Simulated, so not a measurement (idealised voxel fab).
Proc. module: voxel tone inversion
This is section cut - it's 230 nm across, gridded in 5 nm square cells.
Throughout this document, each cross-section is represented as a grid of square cells and is presented as a sequence of bands enumerated from the top downward, where a band comprises one or more rows of cells. This entry defines a band. It first specifies the height of the band's top and the height of its bottom in nm, and then specifies the band's materials from left to right, stating each material with its width in nm. The word "throughout" identifies a single material that fills the band from edge to edge, while the word "empty" identifies empty space. Height reference: 0 = level under which incoming wafer is all one material. Lowest band: no bottom, runs on downward, e.g. "0 down". Think of "30 to 40" as a width that walks from the first number to the second as you go down the band, top row to bottom row, taking equal-sized steps from row to row. You'll sometimes find "nothing changed" written for a step, and that's the way of saying that nowhere in the cross-section did a cell change during that step. "Unvented internal voids" means: voids of 8 cells or more that are shut off from the top with no open way through. Written width x height at distance, distance from the left edge, in nm. Post-settings text on a step line: simulator's own remark regarding the step. If you see "overlay nm" on a step's line and that step has a mask, it's telling you how far right of where it was planned the mask ended up; a negative number means it went left instead.

Process steps foreseen in the plan:
1,RECEIVE [material Si]
2,CONFORMAL_DEP [material SiN] [thk nm 10]
3,DIRECTIONAL_DEP [material aC] [thk nm 25]
4,PATTERN [tone cover] [mask id POSTS] [material resist] [width nm 20] [pitch nm 35] [thk nm 35] [overlay nm 0]
5,DIRECTIONAL_ETCH [etch materials aC] [depth nm 25]
6,STRIP [etch materials resist]
7,FILL_DEP [material lowk] [thk nm 10]
8,CMP [height nm 35]
9,STRIP [etch materials aC]

First of two wafers: run as planned:

Wafer cross-section on receipt, i.e. after step 1:
	0 down = Si throughout
	Unvented internal voids: none

After step 2: wafer cross-section:
	10 to 0 = SiN throughout
	Heights below 0 show no change.

After step 3: wafer cross-section:
	35 to 10 = aC throughout
	Heights below 10 show no change.

After step 4: wafer cross-section:
	70 to 35 = 70 nm empty / 20 nm resist / 15 nm empty / 20 nm resist / 15 nm empty / 20 nm resist / 70 nm empty
	Heights below 35 show no change.

After step 5: wafer cross-section:
	45 to 35 = 70 nm empty / 20 nm resist / 15 nm empty / 20 nm resist / 15 nm empty / 20 nm resist / 70 nm empty
	35 to 10 = 70 nm empty / 20 nm aC / 15 nm empty / 20 nm aC / 15 nm empty / 20 nm aC / 70 nm empty
	Heights below 10 show no change.

After step 6: wafer cross-section:
	35 to 10 = 70 nm empty / 20 nm aC / 15 nm empty / 20 nm aC / 15 nm empty / 20 nm aC / 70 nm empty
	Heights below 10 show no change.

After step 7: wafer cross-section:
	45 to 35 = lowk throughout
	35 to 10 = 70 nm lowk / 20 nm aC / 15 nm lowk / 20 nm aC / 15 nm lowk / 20 nm aC / 70 nm lowk
	Heights below 10 show no change.

After step 8: wafer cross-section:
	35 to 10 = 70 nm lowk / 20 nm aC / 15 nm lowk / 20 nm aC / 15 nm lowk / 20 nm aC / 70 nm lowk
	Heights below 10 show no change.

After step 9: wafer cross-section:
	35 to 10 = 70 nm lowk / 20 nm empty / 15 nm lowk / 20 nm empty / 15 nm lowk / 20 nm empty / 70 nm lowk
	Heights below 10 show no change.

Now the other wafer: same start, same recipe, but we messed up one thing when running it. Up to and including step 7 it's the same as the first one:

Second wafer profile in section, at the moment step 8 of the plan was meant to be complete:
	25 to 10 = 70 nm lowk / 20 nm aC / 15 nm lowk / 20 nm aC / 15 nm lowk / 20 nm aC / 70 nm lowk
	Heights below 10 show no change.

Second wafer profile in section, at the moment step 9 of the plan was meant to be complete:
	25 to 10 = 70 nm lowk / 20 nm empty / 15 nm lowk / 20 nm empty / 15 nm lowk / 20 nm empty / 70 nm lowk
	Heights below 10 show no change.
what went wrong: step 8 was processed under conditions differing from the plan, specifically as CMP [height nm 25]
The closing comparison, in cells, has the second wafer with more or fewer of some materials than the first: -68 lowk
